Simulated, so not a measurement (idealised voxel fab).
Process module under the name voxel gate over fins
Square cell edge 5 nm, section width 250 nm, ID cut.
Reading order for cross-sections: top band down to bottom band. Underlying form: a grid of square cells. Band size: one or more rows of cells. The band entry comprises the height of the band's top followed by the height of its bottom, expressed in nm, and subsequently the band's materials from left to right, each stated together with its width in nm. Where a single material is marked with the word "edge to edge", that material fills the band from edge to edge. The word "empty" represents empty space. Heads up on the height convention: 0 is the point under which the incoming wafer is all one material, and the lowest band has no bottom, it just keeps going down, like "0 and below". It should be noted that a width expressed as "30 to 40" varies in equal increments from row to row of cells within the band, taking the value of the first number at the top row and that of the second number at the bottom row. "everything unchanged" for a step: no cell of the cross-section changed in that step. Empty spaces without an open route to the top, at least 8 cells in extent, make up the entry "Closed void roster"; each is given as width x height at distance, where the distance is measured from the left edge, and all are in nm. Anything after a step's settings on that line? It's the simulator's own note about the step. Regarding "overlay nm": on a step with a mask, it is the distance the mask lay to the right of its planned place; a negative value places it to the left.

Process steps foreseen in the plan:
1: RECEIVE, material Si
2: CONFORMAL_DEP, material SiN, thk nm 10
3: DIRECTIONAL_DEP, material aC, thk nm 10
4: PATTERN, tone cover, mask id FINS, material resist, width nm 15, pitch nm 50, thk nm 25, overlay nm 0
5: DIRECTIONAL_ETCH, etch materials aC, depth nm 10
6: STRIP, etch materials resist
7: DIRECTIONAL_ETCH, etch materials SiN, depth nm 10
8: DIRECTIONAL_ETCH, etch materials Si, depth nm 35
9: STRIP, etch materials aC
10: FILL_DEP, material SiO2, thk nm 5
11: CMP, height nm 10
12: MASKED_ETCH, tone open, mask id RAIL, width nm 15, etch materials SiO2, depth nm 40, overlay nm 0
13: CONFORMAL_DEP, material TiN, thk nm 5
14: FILL_DEP, material Ru, thk nm 10
15: CMP, height nm 10
16: SELECTIVE_ETCH, etch materials W Ru TiN, depth nm 35
17: FILL_DEP, material SiO2, thk nm 5
18: CMP, height nm 10
19: SELECTIVE_ETCH, etch materials SiO2, depth nm 25
20: STRIP, etch materials SiN
21: CONFORMAL_DEP, material HfO2, thk nm 5
22: CONFORMAL_DEP, material TiN, thk nm 5
23: CONFORMAL_DEP, material TiAl, thk nm 5
24: CONFORMAL_DEP, material TiN, thk nm 5
25: FILL_DEP, material W, thk nm 10
26: CMP, height nm 25
27: CONFORMAL_DEP, material SiCN, thk nm 5

On the first of the two wafers: run conducted according to plan:

Wafer at receipt (post step 1), cross-section:
	0 and below = Si edge to edge
	Closed void roster: none

Sectional view: wafer, after step 2:
	10 down to 0 = SiN edge to edge
	Lower than 0, everything is as it was.

Sectional view: wafer, after step 3:
	20 down to 10 = aC edge to edge
	Lower than 10, everything is as it was.

Sectional view: wafer, after step 4:
	45 down to 20 = 90 empty; 15 resist; 35 empty; 15 resist; 95 empty
	Lower than 20, everything is as it was.

Sectional view: wafer, after step 5:
	35 down to 20 = 90 empty; 15 resist; 35 empty; 15 resist; 95 empty
	20 down to 10 = 90 empty; 15 aC; 35 empty; 15 aC; 95 empty
	Lower than 10, everything is as it was.

Sectional view: wafer, after step 6:
	20 down to 10 = 90 empty; 15 aC; 35 empty; 15 aC; 95 empty
	Lower than 10, everything is as it was.

Sectional view: wafer, after step 7:
	20 down to 10 = 90 empty; 15 aC; 35 empty; 15 aC; 95 empty
	10 down to 0 = 90 empty; 15 SiN; 35 empty; 15 SiN; 95 empty
	Lower than 0, everything is as it was.

Sectional view: wafer, after step 8:
	20 down to 10 = 90 empty; 15 aC; 35 empty; 15 aC; 95 empty
	10 down to 0 = 90 empty; 15 SiN; 35 empty; 15 SiN; 95 empty
	0 down to -35 = 90 empty; 15 Si; 35 empty; 15 Si; 95 empty
	Lower than -35, everything is as it was.

Sectional view: wafer, after step 9:
	10 down to 0 = 90 empty; 15 SiN; 35 empty; 15 SiN; 95 empty
	Lower than 0, everything is as it was.

Sectional view: wafer, after step 10:
	15 down to 10 = SiO2 edge to edge
	10 down to 0 = 90 SiO2; 15 SiN; 35 SiO2; 15 SiN; 95 SiO2
	0 down to -35 = 90 SiO2; 15 Si; 35 SiO2; 15 Si; 95 SiO2
	Lower than -35, everything is as it was.

Sectional view: wafer, after step 11:
	10 down to 0 = 90 SiO2; 15 SiN; 35 SiO2; 15 SiN; 95 SiO2
	Lower than 0, everything is as it was.

Sectional view: wafer, after step 12:
	10 down to 0 = 90 SiO2; 15 SiN; 10 SiO2; 15 empty; 10 SiO2; 15 SiN; 95 SiO2
	0 down to -30 = 90 SiO2; 15 Si; 10 SiO2; 15 empty; 10 SiO2; 15 Si; 95 SiO2
	Lower than -30, everything is as it was.

Sectional view: wafer, after step 13:
	15 down to 10 = 120 TiN; 5 empty; 125 TiN
	10 down to 0 = 90 SiO2; 15 SiN; 10 SiO2; 5 TiN; 5 empty; 5 TiN; 10 SiO2; 15 SiN; 95 SiO2
	0 down to -25 = 90 SiO2; 15 Si; 10 SiO2; 5 TiN; 5 empty; 5 TiN; 10 SiO2; 15 Si; 95 SiO2
	-25 down to -30 = 90 SiO2; 15 Si; 10 SiO2; 15 TiN; 10 SiO2; 15 Si; 95 SiO2
	Lower than -30, everything is as it was.

Sectional view: wafer, after step 14:
	25 down to 15 = Ru edge to edge
	15 down to 10 = 120 TiN; 5 Ru; 125 TiN
	10 down to 0 = 90 SiO2; 15 SiN; 10 SiO2; 5 TiN; 5 Ru; 5 TiN; 10 SiO2; 15 SiN; 95 SiO2
	0 down to -25 = 90 SiO2; 15 Si; 10 SiO2; 5 TiN; 5 Ru; 5 TiN; 10 SiO2; 15 Si; 95 SiO2
	Lower than -25, everything is as it was.

Sectional view: wafer, after step 15:
	10 down to 0 = 90 SiO2; 15 SiN; 10 SiO2; 5 TiN; 5 Ru; 5 TiN; 10 SiO2; 15 SiN; 95 SiO2
	Lower than 0, everything is as it was.

Sectional view: wafer, after step 16:
	10 down to 0 = 90 SiO2; 15 SiN; 10 SiO2; 15 empty; 10 SiO2; 15 SiN; 95 SiO2
	0 down to -25 = 90 SiO2; 15 Si; 10 SiO2; 15 empty; 10 SiO2; 15 Si; 95 SiO2
	Lower than -25, everything is as it was.

Sectional view: wafer, after step 17:
	15 down to 10 = SiO2 edge to edge
	10 down to 0 = 90 SiO2; 15 SiN; 35 SiO2; 15 SiN; 95 SiO2
	0 down to -25 = 90 SiO2; 15 Si; 35 SiO2; 15 Si; 95 SiO2
	Lower than -25, everything is as it was.

Sectional view: wafer, after step 18:
	10 down to 0 = 90 SiO2; 15 SiN; 35 SiO2; 15 SiN; 95 SiO2
	Lower than 0, everything is as it was.

Sectional view: wafer, after step 19:
	10 down to 0 = 90 empty; 15 SiN; 35 empty; 15 SiN; 95 empty
	0 down to -15 = 90 empty; 15 Si; 35 empty; 15 Si; 95 empty
	Lower than -15, everything is as it was.

Sectional view: wafer, after step 20:
	0 down to -15 = 90 empty; 15 Si; 35 empty; 15 Si; 95 empty
	Lower than -15, everything is as it was.

Sectional view: wafer, after step 21:
	5 down to 0 = 85 empty; 25 HfO2; 25 empty; 25 HfO2; 90 empty
	0 down to -10 = 85 empty; 5 HfO2; 15 Si; 5 HfO2; 25 empty; 5 HfO2; 15 Si; 5 HfO2; 90 empty
	-10 down to -15 = 90 HfO2; 15 Si; 35 HfO2; 15 Si; 95 HfO2
	Lower than -15, everything is as it was.

Sectional view: wafer, after step 22:
	10 down to 5 = 80 empty; 35 TiN; 15 empty; 35 TiN; 85 empty
	5 down to 0 = 80 empty; 5 TiN; 25 HfO2; 5 TiN; 15 empty; 5 TiN; 25 HfO2; 5 TiN; 85 empty
	0 down to -5 = 80 empty; 5 TiN; 5 HfO2; 15 Si; 5 HfO2; 5 TiN; 15 empty; 5 TiN; 5 HfO2; 15 Si; 5 HfO2; 5 TiN; 85 empty
	-5 down to -10 = 85 TiN; 5 HfO2; 15 Si; 5 HfO2; 25 TiN; 5 HfO2; 15 Si; 5 HfO2; 90 TiN
	Lower than -10, everything is as it was.

Sectional view: wafer, after step 23:
	15 down to 10 = 75 empty; 45 TiAl; 5 empty; 45 TiAl; 80 empty
	10 down to 5 = 75 empty; 5 TiAl; 35 TiN; 5 TiAl; 5 empty; 5 TiAl; 35 TiN; 5 TiAl; 80 empty
	5 down to 0 = 75 empty; 5 TiAl; 5 TiN; 25 HfO2; 5 TiN; 5 TiAl; 5 empty; 5 TiAl; 5 TiN; 25 HfO2; 5 TiN; 5 TiAl; 80 empty
	0 down to -5 = 80 TiAl; 5 TiN; 5 HfO2; 15 Si; 5 HfO2; 5 TiN; 15 TiAl; 5 TiN; 5 HfO2; 15 Si; 5 HfO2; 5 TiN; 85 TiAl
	Lower than -5, everything is as it was.

Sectional view: wafer, after step 24:
	20 down to 15 = 70 empty; 105 TiN; 75 empty
	15 down to 10 = 70 empty; 5 TiN; 45 TiAl; 5 TiN; 45 TiAl; 5 TiN; 75 empty
	10 down to 5 = 70 empty; 5 TiN; 5 TiAl; 35 TiN; 5 TiAl; 5 TiN; 5 TiAl; 35 TiN; 5 TiAl; 5 TiN; 75 empty
	5 down to 0 = 75 TiN; 5 TiAl; 5 TiN; 25 HfO2; 5 TiN; 5 TiAl; 5 TiN; 5 TiAl; 5 TiN; 25 HfO2; 5 TiN; 5 TiAl; 80 TiN
	Lower than 0, everything is as it was.

Sectional view: wafer, after step 25:
	30 down to 20 = W edge to edge
	20 down to 15 = 70 W; 105 TiN; 75 W
	15 down to 10 = 70 W; 5 TiN; 45 TiAl; 5 TiN; 45 TiAl; 5 TiN; 75 W
	10 down to 5 = 70 W; 5 TiN; 5 TiAl; 35 TiN; 5 TiAl; 5 TiN; 5 TiAl; 35 TiN; 5 TiAl; 5 TiN; 75 W
	Lower than 5, everything is as it was.

Sectional view: wafer, after step 26:
	25 down to 20 = W edge to edge
	Lower than 20, everything is as it was.

Sectional view: wafer, after step 27:
	30 down to 25 = SiCN edge to edge
	Lower than 25, everything is as it was.

Second wafer, same starting conditions and recipe as the first, one mistake in executing it, nothing differs from the first up to and including step 3:

Second wafer at the planned finish of step 4, seen in cross-section:
	45 down to 20 = 90 resist; 15 empty; 35 resist; 15 empty; 95 resist
	Lower than 20, everything is as it was.

Second wafer at the planned finish of step 5, seen in cross-section:
	35 down to 20 = 90 resist; 15 empty; 35 resist; 15 empty; 95 resist
	20 down to 10 = 90 aC; 15 empty; 35 aC; 15 empty; 95 aC
	Lower than 10, everything is as it was.

Second wafer at the planned finish of step 6, seen in cross-section:
	20 down to 10 = 90 aC; 15 empty; 35 aC; 15 empty; 95 aC
	Lower than 10, everything is as it was.

Second wafer at the planned finish of step 7, seen in cross-section:
	20 down to 10 = 90 aC; 15 empty; 35 aC; 15 empty; 95 aC
	10 down to 0 = 90 SiN; 15 empty; 35 SiN; 15 empty; 95 SiN
	Lower than 0, everything is as it was.

Second wafer at the planned finish of step 8, seen in cross-section:
	20 down to 10 = 90 aC; 15 empty; 35 aC; 15 empty; 95 aC
	10 down to 0 = 90 SiN; 15 empty; 35 SiN; 15 empty; 95 SiN
	0 down to -35 = 90 Si; 15 empty; 35 Si; 15 empty; 95 Si
	Lower than -35, everything is as it was.

Second wafer at the planned finish of step 9, seen in cross-section:
	10 down to 0 = 90 SiN; 15 empty; 35 SiN; 15 empty; 95 SiN
	Lower than 0, everything is as it was.

Second wafer at the planned finish of step 10, seen in cross-section:
	15 down to 10 = SiO2 edge to edge
	10 down to 0 = 90 SiN; 15 SiO2; 35 SiN; 15 SiO2; 95 SiN
	0 down to -35 = 90 Si; 15 SiO2; 35 Si; 15 SiO2; 95 Si
	Lower than -35, everything is as it was.

Second wafer at the planned finish of step 11, seen in cross-section:
	10 down to 0 = 90 SiN; 15 SiO2; 35 SiN; 15 SiO2; 95 SiN
	Lower than 0, everything is as it was.

Second wafer at the planned finish of step 12, seen in cross-section: everything unchanged

Second wafer at the planned finish of step 13, seen in cross-section:
	15 down to 10 = TiN edge to edge
	Lower than 10, everything is as it was.

Second wafer at the planned finish of step 14, seen in cross-section:
	25 down to 15 = Ru edge to edge
	Lower than 15, everything is as it was.

Second wafer at the planned finish of step 15, seen in cross-section:
	10 down to 0 = 90 SiN; 15 SiO2; 35 SiN; 15 SiO2; 95 SiN
	Lower than 0, everything is as it was.

Second wafer at the planned finish of step 16, seen in cross-section: everything unchanged

Second wafer at the planned finish of step 17, seen in cross-section:
	15 down to 10 = SiO2 edge to edge
	Lower than 10, everything is as it was.

Second wafer at the planned finish of step 18, seen in cross-section:
	10 down to 0 = 90 SiN; 15 SiO2; 35 SiN; 15 SiO2; 95 SiN
	Lower than 0, everything is as it was.

Second wafer at the planned finish of step 19, seen in cross-section:
	10 down to 0 = 90 SiN; 15 empty; 35 SiN; 15 empty; 95 SiN
	0 down to -15 = 90 Si; 15 empty; 35 Si; 15 empty; 95 Si
	Lower than -15, everything is as it was.

Second wafer at the planned finish of step 20, seen in cross-section:
	0 down to -15 = 90 Si; 15 empty; 35 Si; 15 empty; 95 Si
	Lower than -15, everything is as it was.

Second wafer at the planned finish of step 21, seen in cross-section:
	5 down to 0 = 95 HfO2; 5 empty; 45 HfO2; 5 empty; 100 HfO2
	0 down to -10 = 90 Si; 5 HfO2; 5 empty; 5 HfO2; 35 Si; 5 HfO2; 5 empty; 5 HfO2; 95 Si
	-10 down to -15 = 90 Si; 15 HfO2; 35 Si; 15 HfO2; 95 Si
	Lower than -15, everything is as it was.

Second wafer at the planned finish of step 22, seen in cross-section:
	10 down to 5 = TiN edge to edge
	5 down to 0 = 95 HfO2; 5 TiN; 45 HfO2; 5 TiN; 100 HfO2
	0 down to -10 = 90 Si; 5 HfO2; 5 TiN; 5 HfO2; 35 Si; 5 HfO2; 5 TiN; 5 HfO2; 95 Si
	Lower than -10, everything is as it was.

Second wafer at the planned finish of step 23, seen in cross-section:
	15 down to 10 = TiAl edge to edge
	Lower than 10, everything is as it was.

Second wafer at the planned finish of step 24, seen in cross-section:
	20 down to 15 = TiN edge to edge
	Lower than 15, everything is as it was.

Second wafer at the planned finish of step 25, seen in cross-section:
	30 down to 20 = W edge to edge
	Lower than 20, everything is as it was.

Second wafer at the planned finish of step 26, seen in cross-section:
	25 down to 20 = W edge to edge
	Lower than 20, everything is as it was.

Second wafer at the planned finish of step 27, seen in cross-section:
	30 down to 25 = SiCN edge to edge
	Lower than 25, everything is as it was.
What was done differently from what was planned? step 4 was not run as planned; what actually ran was PATTERN, tone open, mask id FINS, material resist, width nm 15, pitch nm 50, thk nm 25, overlay nm 0
Final cells, second wafer relative to first, materials higher or lower: +266 Si | -149 SiO2 | -12 TiAl | -18 TiN | -87 W
